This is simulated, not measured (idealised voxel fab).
Process module, titled voxel fin reveal
Each square cell in cross-section cut measures 5 nm, and the section as a whole is 290 nm wide.
Cross-section spec: square-cell grid; bands listed top down; each band is one or more rows.
Each band's line starts with the height of the band's top and of its bottom, in nm. Then come its materials from left to right, each with its width in nm. One material with "everywhere" fills the band from edge to edge. "blank" is empty space.
Height datum 0, below which the as-received substrate wafer is one material. Lowest band open at the bottom, running downward: "0 -> down".
A width given as "30..40" starts at the first number in the band's top row and ends at the second number in its bottom row, shifting by an equal amount at every step from row to row.
For the purposes of this document, the phrase "no change" attached to a step denotes that no cell within the cross-section was modified by that step.
Any empty space of 8 cells or more lacking an open way to the top shows up in "Enclosed void listing" as width x height at distance, distance from the left edge, in nm.
What comes after the settings on a step's line is commentary from the simulator itself on that step.
"overlay nm", when on a step's line for a step with a mask, measures how far to the right of its planned place the mask lay; a negative measure means to the left.

[Steps in the process plan]
1: RECEIVE: material Si
2: CONFORMAL_DEP: material SiN, thk nm 5
3: DIRECTIONAL_DEP: material aC, thk nm 15
4: PATTERN: tone cover, mask id FINS, material resist, width nm 15, pitch nm 35, thk nm 30, overlay nm 0
5: DIRECTIONAL_ETCH: etch materials aC, depth nm 15
6: STRIP: etch materials resist
7: DIRECTIONAL_ETCH: etch materials SiN, depth nm 5
8: DIRECTIONAL_ETCH: etch materials Si, depth nm 35
9: STRIP: etch materials aC
10: OXIDIZE: depth nm 5
11: FILL_DEP: material SiO2, thk nm 15
12: CMP: height nm 5
13: SELECTIVE_ETCH: etch materials SiO2, depth nm 25
14: STRIP: etch materials SiN
15: CONFORMAL_DEP: material SiO2, thk nm 5

[Cross-section of the incoming wafer, state after step 1]
* 0 -> down = Si everywhere
* Enclosed void listing: none

[End-of-module cross-section. Starting structure and process plan as above; one mistake made in running it]
* 5 -> 0 = blank: 85 | SiO2: 15 | blank: 20 | SiO2: 15 | blank: 20 | SiO2: 15 | blank: 20 | SiO2: 15 | blank: 85
* 0 -> -15 = blank: 85 | SiO2: 5 | Si: 5 | SiO2: 5 | blank: 20 | SiO2: 5 | Si: 5 | SiO2: 5 | blank: 20 | SiO2: 5 | Si: 5 | SiO2: 5 | blank: 20 | SiO2: 5 | Si: 5 | SiO2: 5 | blank: 85
* -15 -> -45 = SiO2: 90 | Si: 5 | SiO2: 30 | Si: 5 | SiO2: 30 | Si: 5 | SiO2: 30 | Si: 5 | SiO2: 90
* -45 -> down = Si everywhere
* Enclosed void listing: none
Want to know what went wrong? the process deviated at step 8: the operation and settings actually run there were DIRECTIONAL_ETCH: etch materials Si, depth nm 40
